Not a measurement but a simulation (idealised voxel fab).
process module | voxel transistor to metal
cross-section cut | 165 nm wide | cells 5 nm
A cross-section is a grid of square cells, given in bands from the top down. A band is one or more rows of cells.
Each band's line starts with the height of the band's top and of its bottom, in nm. Then come its materials from left to right, each with its width in nm. One material with "throughout" fills the band from edge to edge. "air" is empty space.
Height 0 is the level under which the wafer as received is all one material. The lowest band goes on downwards, as in "0 down".
A width such as "30 to 40" changes by the same amount from each row of cells to the next, from the band's top row to its bottom row.
"no change" after a step means that no cell of the cross-section changed.
closed voids: empty space of 8 cells or more with no open way to the top, each as width x height at its distance from the left edge, in nm
after a step's settings: what the simulator itself notes on the step
overlay nm, on a step with a mask: how far to the right of its planned place the mask lay; to the left if negative
plan
1 op RECEIVE | material Si
2 op OXIDIZE | depth nm 5
3 op CONFORMAL_DEP | material SiN | thk nm 15
4 op DIRECTIONAL_DEP | material aC | thk nm 10
5 op PATTERN | tone cover | mask id ACTIVE | material resist | width nm 115 | thk nm 25 | overlay nm 0
6 op DIRECTIONAL_ETCH | etch materials aC | depth nm 10
7 op STRIP | etch materials resist
8 op DIRECTIONAL_ETCH | etch materials SiN | depth nm 15
9 op DIRECTIONAL_ETCH | etch materials SiO2 | depth nm 5
10 op DIRECTIONAL_ETCH | etch materials Si | depth nm 25
11 op STRIP | etch materials aC
12 op OXIDIZE | depth nm 5
13 op FILL_DEP | material SiO2 | thk nm 15
14 op CMP | height nm 15
15 op SELECTIVE_ETCH | etch materials SiO2 | depth nm 5
16 op STRIP | etch materials SiN
17 op SELECTIVE_ETCH | etch materials SiO2 | depth nm 5
18 op OXIDIZE | depth nm 5
19 op DIRECTIONAL_DEP | material polySi | thk nm 25
20 op DIRECTIONAL_DEP | material SiCN | thk nm 15
21 op PATTERN | tone cover | mask id GATE | material resist | width nm 35 | thk nm 20 | overlay nm 0
22 op DIRECTIONAL_ETCH | etch materials SiCN | depth nm 25
23 op DIRECTIONAL_ETCH | etch materials polySi | depth nm 35
24 op STRIP | etch materials resist
25 op CONFORMAL_DEP | material SiN | thk nm 5
26 op DIRECTIONAL_ETCH | etch materials SiN | depth nm 5
27 op DIRECTIONAL_ETCH | etch materials SiO2 | depth nm 5
28 op DIRECTIONAL_ETCH | etch materials Si | depth nm 15
29 op EPI | material pSi | thk nm 15
30 op FILL_DEP | material SiO2 | thk nm 10
31 op CMP | height nm 20
32 op STRIP | etch materials polySi
33 op SELECTIVE_ETCH | etch materials SiO2 | depth nm 5
34 op CONFORMAL_DEP | material HfO2 | thk nm 5
35 op CONFORMAL_DEP | material TiN | thk nm 5
36 op FILL_DEP | material W | thk nm 5
37 op CMP | height nm 15
38 op DIRECTIONAL_DEP | material SiO2 | thk nm 15
39 op DIRECTIONAL_DEP | material aC | thk nm 15
40 op PATTERN | tone open | mask id CONTACT | material resist | width nm 15 | pitch nm 80 | thk nm 35 | overlay nm 0
41 op DIRECTIONAL_ETCH | etch materials aC | depth nm 15
42 op STRIP | etch materials resist
43 op DIRECTIONAL_ETCH | etch materials SiO2 | depth nm 40
44 op STRIP | etch materials aC
45 op CONFORMAL_DEP | material TiN | thk nm 5
46 op FILL_DEP | material W | thk nm 10
47 op CMP | height nm 30
48 op CONFORMAL_DEP | material SiCN | thk nm 5
49 op DIRECTIONAL_DEP | material lowk | thk nm 20
50 op PATTERN | tone open | mask id METAL_1 | material resist | width nm 15 | pitch nm 80 | thk nm 15 | overlay nm 0
51 op DIRECTIONAL_ETCH | etch materials lowk | depth nm 20
52 op DIRECTIONAL_ETCH | etch materials SiCN | depth nm 5
53 op STRIP | etch materials resist
54 op CONFORMAL_DEP | material TiN | thk nm 5
55 op FILL_DEP | material Cu | thk nm 5
56 op CMP | height nm 55
57 op CONFORMAL_DEP | material SiCN | thk nm 5
58 op DIRECTIONAL_DEP | material SiO2 | thk nm 35
59 op PATTERN | tone open | mask id METAL_2 | material resist | width nm 15 | pitch nm 80 | thk nm 20 | overlay nm 0
60 op DIRECTIONAL_ETCH | etch materials SiO2 | depth nm 20
61 op STRIP | etch materials resist
62 op MASKED_ETCH | tone open | mask id METAL_2_HOLES | width nm 15 | pitch nm 80 | etch materials SiO2 | depth nm 15 | overlay nm 0
63 op MASKED_ETCH | tone open | mask id METAL_2_HOLES | width nm 15 | pitch nm 80 | etch materials SiCN | depth nm 5 | overlay nm 0
64 op CONFORMAL_DEP | material TiN | thk nm 5
65 op FILL_DEP | material Ru | thk nm 10
66 op CMP | height nm 95
67 op CONFORMAL_DEP | material SiCN | thk nm 5
first wafer, as planned
as received, after step 1
  0 down: Si throughout
  closed voids: none
after step 2
  0 to -5: SiO2 throughout
  below -5: unchanged
after step 3
  15 to 0: SiN throughout
  below 0: unchanged
after step 4
  25 to 15: aC throughout
  below 15: unchanged
after step 5
  50 to 25: air 25 | resist 115 | air 25
  below 25: unchanged
after step 6
  40 to 25: air 25 | resist 115 | air 25
  25 to 15: air 25 | aC 115 | air 25
  below 15: unchanged
after step 7
  25 to 15: air 25 | aC 115 | air 25
  below 15: unchanged
after step 8
  25 to 15: air 25 | aC 115 | air 25
  15 to 0: air 25 | SiN 115 | air 25
  below 0: unchanged
after step 9
  25 to 15: air 25 | aC 115 | air 25
  15 to 0: air 25 | SiN 115 | air 25
  0 to -5: air 25 | SiO2 115 | air 25
  below -5: unchanged
after step 10
  25 to 15: air 25 | aC 115 | air 25
  15 to 0: air 25 | SiN 115 | air 25
  0 to -5: air 25 | SiO2 115 | air 25
  -5 to -30: air 25 | Si 115 | air 25
  below -30: unchanged
after step 11
  15 to 0: air 25 | SiN 115 | air 25
  below 0: unchanged
after step 12
  15 to 0: air 25 | SiN 115 | air 25
  0 to -5: air 25 | SiO2 115 | air 25
  -5 to -30: air 25 | SiO2 5 | Si 105 | SiO2 5 | air 25
  -30 to -35: SiO2 30 | Si 105 | SiO2 30
  below -35: unchanged
after step 13
  30 to 15: SiO2 throughout
  15 to 0: SiO2 25 | SiN 115 | SiO2 25
  0 to -5: SiO2 throughout
  -5 to -35: SiO2 30 | Si 105 | SiO2 30
  below -35: unchanged
after step 14
  15 to 0: SiO2 25 | SiN 115 | SiO2 25
  below 0: unchanged
after step 15
  15 to 10: air 25 | SiN 115 | air 25
  below 10: unchanged
after step 16
  10 to 0: SiO2 25 | air 115 | SiO2 25
  below 0: unchanged
after step 17
  5 to -5: SiO2 20 | air 125 | SiO2 20
  below -5: unchanged
after step 18
  5 to -5: SiO2 20 | air 125 | SiO2 20
  -5 to -10: SiO2 throughout
  below -10: unchanged
after step 19
  30 to 20: polySi 20 | air 125 | polySi 20
  20 to 5: polySi throughout
  5 to -5: SiO2 20 | polySi 125 | SiO2 20
  below -5: unchanged
after step 20
  45 to 35: SiCN 20 | air 125 | SiCN 20
  35 to 30: SiCN throughout
  30 to 20: polySi 20 | SiCN 125 | polySi 20
  below 20: unchanged
after step 21
  65 to 45: air 65 | resist 35 | air 65
  45 to 35: SiCN 20 | air 45 | resist 35 | air 45 | SiCN 20
  below 35: unchanged
after step 22
  65 to 35: air 65 | resist 35 | air 65
  35 to 30: air 65 | SiCN 35 | air 65
  30 to 20: polySi 20 | air 45 | SiCN 35 | air 45 | polySi 20
  below 20: unchanged
after step 23
  65 to 35: air 65 | resist 35 | air 65
  35 to 20: air 65 | SiCN 35 | air 65
  20 to 5: air 65 | polySi 35 | air 65
  5 to -5: SiO2 20 | air 45 | polySi 35 | air 45 | SiO2 20
  below -5: unchanged
after step 24
  35 to 20: air 65 | SiCN 35 | air 65
  below 20: unchanged
after step 25
  40 to 35: air 60 | SiN 45 | air 60
  35 to 20: air 60 | SiN 5 | SiCN 35 | SiN 5 | air 60
  20 to 10: air 60 | SiN 5 | polySi 35 | SiN 5 | air 60
  10 to 5: SiN 25 | air 35 | SiN 5 | polySi 35 | SiN 5 | air 35 | SiN 25
  5 to 0: SiO2 20 | SiN 5 | air 35 | SiN 5 | polySi 35 | SiN 5 | air 35 | SiN 5 | SiO2 20
  0 to -5: SiO2 20 | SiN 45 | polySi 35 | SiN 45 | SiO2 20
  below -5: unchanged
after step 26
  35 to 20: air 60 | SiN 5 | SiCN 35 | SiN 5 | air 60
  20 to 5: air 60 | SiN 5 | polySi 35 | SiN 5 | air 60
  5 to -5: SiO2 20 | SiN 5 | air 35 | SiN 5 | polySi 35 | SiN 5 | air 35 | SiN 5 | SiO2 20
  below -5: unchanged
after step 27
  35 to 20: air 60 | SiN 5 | SiCN 35 | SiN 5 | air 60
  20 to 5: air 60 | SiN 5 | polySi 35 | SiN 5 | air 60
  5 to 0: air 20 | SiN 5 | air 35 | SiN 5 | polySi 35 | SiN 5 | air 35 | SiN 5 | air 20
  0 to -5: SiO2 20 | SiN 5 | air 35 | SiN 5 | polySi 35 | SiN 5 | air 35 | SiN 5 | SiO2 20
  -5 to -10: SiO2 25 | air 35 | SiO2 45 | air 35 | SiO2 25
  below -10: unchanged
after step 28
  35 to 20: air 60 | SiN 5 | SiCN 35 | SiN 5 | air 60
  20 to 5: air 60 | SiN 5 | polySi 35 | SiN 5 | air 60
  5 to 0: air 20 | SiN 5 | air 35 | SiN 5 | polySi 35 | SiN 5 | air 35 | SiN 5 | air 20
  0 to -5: SiO2 20 | SiN 5 | air 35 | SiN 5 | polySi 35 | SiN 5 | air 35 | SiN 5 | SiO2 20
  -5 to -10: SiO2 25 | air 35 | SiO2 45 | air 35 | SiO2 25
  -10 to -25: SiO2 30 | air 30 | Si 45 | air 30 | SiO2 30
  below -25: unchanged
after step 29
  35 to 20: air 60 | SiN 5 | SiCN 35 | SiN 5 | air 60
  20 to 5: air 60 | SiN 5 | polySi 35 | SiN 5 | air 60
  5 to 0: air 20 | SiN 5 | air 20 | pSi 15 | SiN 5 | polySi 35 | SiN 5 | pSi 15 | air 20 | SiN 5 | air 20
  0 to -5: SiO2 20 | SiN 5 | air 20 | pSi 15 | SiN 5 | polySi 35 | SiN 5 | pSi 15 | air 20 | SiN 5 | SiO2 20
  -5 to -10: SiO2 25 | air 20 | pSi 15 | SiO2 45 | pSi 15 | air 20 | SiO2 25
  -10 to -25: SiO2 30 | pSi 30 | Si 45 | pSi 30 | SiO2 30
  below -25: unchanged
after step 30
  45 to 35: SiO2 throughout
  35 to 20: SiO2 60 | SiN 5 | SiCN 35 | SiN 5 | SiO2 60
  20 to 5: SiO2 60 | SiN 5 | polySi 35 | SiN 5 | SiO2 60
  5 to -5: SiO2 20 | SiN 5 | SiO2 20 | pSi 15 | SiN 5 | polySi 35 | SiN 5 | pSi 15 | SiO2 20 | SiN 5 | SiO2 20
  -5 to -10: SiO2 45 | pSi 15 | SiO2 45 | pSi 15 | SiO2 45
  below -10: unchanged
after step 31
  20 to 5: SiO2 60 | SiN 5 | polySi 35 | SiN 5 | SiO2 60
  below 5: unchanged
after step 32
  20 to 5: SiO2 60 | SiN 5 | air 35 | SiN 5 | SiO2 60
  5 to -5: SiO2 20 | SiN 5 | SiO2 20 | pSi 15 | SiN 5 | air 35 | SiN 5 | pSi 15 | SiO2 20 | SiN 5 | SiO2 20
  below -5: unchanged
after step 33
  20 to 15: air 60 | SiN 5 | air 35 | SiN 5 | air 60
  15 to 5: SiO2 60 | SiN 5 | air 35 | SiN 5 | SiO2 60
  5 to -5: SiO2 20 | SiN 5 | SiO2 20 | pSi 15 | SiN 5 | air 35 | SiN 5 | pSi 15 | SiO2 20 | SiN 5 | SiO2 20
  -5 to -10: SiO2 45 | pSi 15 | air 45 | pSi 15 | SiO2 45
  below -10: unchanged
after step 34
  25 to 20: air 55 | HfO2 15 | air 25 | HfO2 15 | air 55
  20 to 15: HfO2 60 | SiN 5 | HfO2 5 | air 25 | HfO2 5 | SiN 5 | HfO2 60
  15 to 5: SiO2 60 | SiN 5 | HfO2 5 | air 25 | HfO2 5 | SiN 5 | SiO2 60
  5 to -5: SiO2 20 | SiN 5 | SiO2 20 | pSi 15 | SiN 5 | HfO2 5 | air 25 | HfO2 5 | SiN 5 | pSi 15 | SiO2 20 | SiN 5 | SiO2 20
  -5 to -10: SiO2 45 | pSi 15 | HfO2 45 | pSi 15 | SiO2 45
  below -10: unchanged
after step 35
  30 to 25: air 50 | TiN 25 | air 15 | TiN 25 | air 50
  25 to 20: TiN 55 | HfO2 15 | TiN 5 | air 15 | TiN 5 | HfO2 15 | TiN 55
  20 to 15: HfO2 60 | SiN 5 | HfO2 5 | TiN 5 | air 15 | TiN 5 | HfO2 5 | SiN 5 | HfO2 60
  15 to 5: SiO2 60 | SiN 5 | HfO2 5 | TiN 5 | air 15 | TiN 5 | HfO2 5 | SiN 5 | SiO2 60
  5 to 0: SiO2 20 | SiN 5 | SiO2 20 | pSi 15 | SiN 5 | HfO2 5 | TiN 5 | air 15 | TiN 5 | HfO2 5 | SiN 5 | pSi 15 | SiO2 20 | SiN 5 | SiO2 20
  0 to -5: SiO2 20 | SiN 5 | SiO2 20 | pSi 15 | SiN 5 | HfO2 5 | TiN 25 | HfO2 5 | SiN 5 | pSi 15 | SiO2 20 | SiN 5 | SiO2 20
  below -5: unchanged
after step 36
  35 to 30: W throughout
  30 to 25: W 50 | TiN 25 | W 15 | TiN 25 | W 50
  25 to 20: TiN 55 | HfO2 15 | TiN 5 | W 15 | TiN 5 | HfO2 15 | TiN 55
  20 to 15: HfO2 60 | SiN 5 | HfO2 5 | TiN 5 | W 15 | TiN 5 | HfO2 5 | SiN 5 | HfO2 60
  15 to 5: SiO2 60 | SiN 5 | HfO2 5 | TiN 5 | W 15 | TiN 5 | HfO2 5 | SiN 5 | SiO2 60
  5 to 0: SiO2 20 | SiN 5 | SiO2 20 | pSi 15 | SiN 5 | HfO2 5 | TiN 5 | W 15 | TiN 5 | HfO2 5 | SiN 5 | pSi 15 | SiO2 20 | SiN 5 | SiO2 20
  below 0: unchanged
after step 37
  15 to 5: SiO2 60 | SiN 5 | HfO2 5 | TiN 5 | W 15 | TiN 5 | HfO2 5 | SiN 5 | SiO2 60
  below 5: unchanged
after step 38
  30 to 15: SiO2 throughout
  below 15: unchanged
after step 39
  45 to 30: aC throughout
  below 30: unchanged
after step 40
  80 to 45: resist 35 | air 15 | resist 65 | air 15 | resist 35
  below 45: unchanged
after step 41
  65 to 45: resist 35 | air 15 | resist 65 | air 15 | resist 35
  45 to 30: aC 35 | air 15 | aC 65 | air 15 | aC 35
  below 30: unchanged
after step 42
  45 to 30: aC 35 | air 15 | aC 65 | air 15 | aC 35
  below 30: unchanged
after step 43
  45 to 30: aC 35 | air 15 | aC 65 | air 15 | aC 35
  30 to 15: SiO2 35 | air 15 | SiO2 65 | air 15 | SiO2 35
  15 to 5: SiO2 35 | air 15 | SiO2 10 | SiN 5 | HfO2 5 | TiN 5 | W 15 | TiN 5 | HfO2 5 | SiN 5 | SiO2 10 | air 15 | SiO2 35
  5 to 0: SiO2 20 | SiN 5 | SiO2 10 | air 10 | pSi 15 | SiN 5 | HfO2 5 | TiN 5 | W 15 | TiN 5 | HfO2 5 | SiN 5 | pSi 15 | air 10 | SiO2 10 | SiN 5 | SiO2 20
  0 to -5: SiO2 20 | SiN 5 | SiO2 10 | air 10 | pSi 15 | SiN 5 | HfO2 5 | TiN 25 | HfO2 5 | SiN 5 | pSi 15 | air 10 | SiO2 10 | SiN 5 | SiO2 20
  -5 to -10: SiO2 35 | air 10 | pSi 15 | HfO2 45 | pSi 15 | air 10 | SiO2 35
  below -10: unchanged
after step 44
  30 to 15: SiO2 35 | air 15 | SiO2 65 | air 15 | SiO2 35
  below 15: unchanged
after step 45
  35 to 30: TiN 40 | air 5 | TiN 75 | air 5 | TiN 40
  30 to 15: SiO2 35 | TiN 5 | air 5 | TiN 5 | SiO2 65 | TiN 5 | air 5 | TiN 5 | SiO2 35
  15 to 10: SiO2 35 | TiN 5 | air 5 | TiN 5 | SiO2 10 | SiN 5 | HfO2 5 | TiN 5 | W 15 | TiN 5 | HfO2 5 | SiN 5 | SiO2 10 | TiN 5 | air 5 | TiN 5 | SiO2 35
  10 to 5: SiO2 35 | TiN 15 | SiO2 10 | SiN 5 | HfO2 5 | TiN 5 | W 15 | TiN 5 | HfO2 5 | SiN 5 | SiO2 10 | TiN 15 | SiO2 35
  5 to 0: SiO2 20 | SiN 5 | SiO2 10 | TiN 10 | pSi 15 | SiN 5 | HfO2 5 | TiN 5 | W 15 | TiN 5 | HfO2 5 | SiN 5 | pSi 15 | TiN 10 | SiO2 10 | SiN 5 | SiO2 20
  0 to -5: SiO2 20 | SiN 5 | SiO2 10 | TiN 10 | pSi 15 | SiN 5 | HfO2 5 | TiN 25 | HfO2 5 | SiN 5 | pSi 15 | TiN 10 | SiO2 10 | SiN 5 | SiO2 20
  -5 to -10: SiO2 35 | TiN 10 | pSi 15 | HfO2 45 | pSi 15 | TiN 10 | SiO2 35
  below -10: unchanged
after step 46
  45 to 35: W throughout
  35 to 30: TiN 40 | W 5 | TiN 75 | W 5 | TiN 40
  30 to 15: SiO2 35 | TiN 5 | W 5 | TiN 5 | SiO2 65 | TiN 5 | W 5 | TiN 5 | SiO2 35
  15 to 10: SiO2 35 | TiN 5 | W 5 | TiN 5 | SiO2 10 | SiN 5 | HfO2 5 | TiN 5 | W 15 | TiN 5 | HfO2 5 | SiN 5 | SiO2 10 | TiN 5 | W 5 | TiN 5 | SiO2 35
  below 10: unchanged
after step 47
  30 to 15: SiO2 35 | TiN 5 | W 5 | TiN 5 | SiO2 65 | TiN 5 | W 5 | TiN 5 | SiO2 35
  below 15: unchanged
after step 48
  35 to 30: SiCN throughout
  below 30: unchanged
after step 49
  55 to 35: lowk throughout
  below 35: unchanged
after step 50
  70 to 55: resist 35 | air 15 | resist 65 | air 15 | resist 35
  below 55: unchanged
after step 51
  70 to 55: resist 35 | air 15 | resist 65 | air 15 | resist 35
  55 to 35: lowk 35 | air 15 | lowk 65 | air 15 | lowk 35
  below 35: unchanged
after step 52
  70 to 55: resist 35 | air 15 | resist 65 | air 15 | resist 35
  55 to 35: lowk 35 | air 15 | lowk 65 | air 15 | lowk 35
  35 to 30: SiCN 35 | air 15 | SiCN 65 | air 15 | SiCN 35
  below 30: unchanged
after step 53
  55 to 35: lowk 35 | air 15 | lowk 65 | air 15 | lowk 35
  below 35: unchanged
after step 54
  60 to 55: TiN 40 | air 5 | TiN 75 | air 5 | TiN 40
  55 to 35: lowk 35 | TiN 5 | air 5 | TiN 5 | lowk 65 | TiN 5 | air 5 | TiN 5 | lowk 35
  35 to 30: SiCN 35 | TiN 15 | SiCN 65 | TiN 15 | SiCN 35
  below 30: unchanged
after step 55
  65 to 60: Cu throughout
  60 to 55: TiN 40 | Cu 5 | TiN 75 | Cu 5 | TiN 40
  55 to 35: lowk 35 | TiN 5 | Cu 5 | TiN 5 | lowk 65 | TiN 5 | Cu 5 | TiN 5 | lowk 35
  below 35: unchanged
after step 56
  55 to 35: lowk 35 | TiN 5 | Cu 5 | TiN 5 | lowk 65 | TiN 5 | Cu 5 | TiN 5 | lowk 35
  below 35: unchanged
after step 57
  60 to 55: SiCN throughout
  below 55: unchanged
after step 58
  95 to 60: SiO2 throughout
  below 60: unchanged
after step 59
  115 to 95: resist 35 | air 15 | resist 65 | air 15 | resist 35
  below 95: unchanged
after step 60
  115 to 95: resist 35 | air 15 | resist 65 | air 15 | resist 35
  95 to 75: SiO2 35 | air 15 | SiO2 65 | air 15 | SiO2 35
  below 75: unchanged
after step 61
  95 to 75: SiO2 35 | air 15 | SiO2 65 | air 15 | SiO2 35
  below 75: unchanged
after step 62
  95 to 60: SiO2 35 | air 15 | SiO2 65 | air 15 | SiO2 35
  below 60: unchanged
after step 63
  95 to 60: SiO2 35 | air 15 | SiO2 65 | air 15 | SiO2 35
  60 to 55: SiCN 35 | air 15 | SiCN 65 | air 15 | SiCN 35
  below 55: unchanged
after step 64
  100 to 95: TiN 40 | air 5 | TiN 75 | air 5 | TiN 40
  95 to 60: SiO2 35 | TiN 5 | air 5 | TiN 5 | SiO2 65 | TiN 5 | air 5 | TiN 5 | SiO2 35
  60 to 55: SiCN 35 | TiN 15 | SiCN 65 | TiN 15 | SiCN 35
  below 55: unchanged
after step 65
  110 to 100: Ru throughout
  100 to 95: TiN 40 | Ru 5 | TiN 75 | Ru 5 | TiN 40
  95 to 60: SiO2 35 | TiN 5 | Ru 5 | TiN 5 | SiO2 65 | TiN 5 | Ru 5 | TiN 5 | SiO2 35
  below 60: unchanged
after step 66
  95 to 60: SiO2 35 | TiN 5 | Ru 5 | TiN 5 | SiO2 65 | TiN 5 | Ru 5 | TiN 5 | SiO2 35
  below 60: unchanged
after step 67
  100 to 95: SiCN throughout
  below 95: unchanged
second wafer: like start, like plan, one mistake. Through step 62 it matches the first wafer
when step 63 should have ended
  95 to 60: SiO2 35 | air 15 | SiO2 65 | air 15 | SiO2 35
  60 to 55: SiCN 45 | air 5 | SiCN 75 | air 5 | SiCN 35
  below 55: unchanged
when step 64 should have ended
  100 to 95: TiN 40 | air 5 | TiN 75 | air 5 | TiN 40
  95 to 65: SiO2 35 | TiN 5 | air 5 | TiN 5 | SiO2 65 | TiN 5 | air 5 | TiN 5 | SiO2 35
  65 to 60: SiO2 35 | TiN 15 | SiO2 65 | TiN 15 | SiO2 35
  60 to 55: SiCN 45 | TiN 5 | SiCN 75 | TiN 5 | SiCN 35
  below 55: unchanged
when step 65 should have ended
  110 to 100: Ru throughout
  100 to 95: TiN 40 | Ru 5 | TiN 75 | Ru 5 | TiN 40
  95 to 65: SiO2 35 | TiN 5 | Ru 5 | TiN 5 | SiO2 65 | TiN 5 | Ru 5 | TiN 5 | SiO2 35
  below 65: unchanged
when step 66 should have ended
  95 to 65: SiO2 35 | TiN 5 | Ru 5 | TiN 5 | SiO2 65 | TiN 5 | Ru 5 | TiN 5 | SiO2 35
  below 65: unchanged
when step 67 should have ended
  100 to 95: SiCN throughout
  below 95: unchanged
what went wrong: step 63 ran as: op MASKED_ETCH | tone open | mask id METAL_2_HOLES | width nm 15 | pitch nm 80 | etch materials SiCN | depth nm 5 | overlay nm 10
at the end the second wafer has, in cells: 2 fewer of Ru | 4 more of SiCN | 2 fewer of TiN
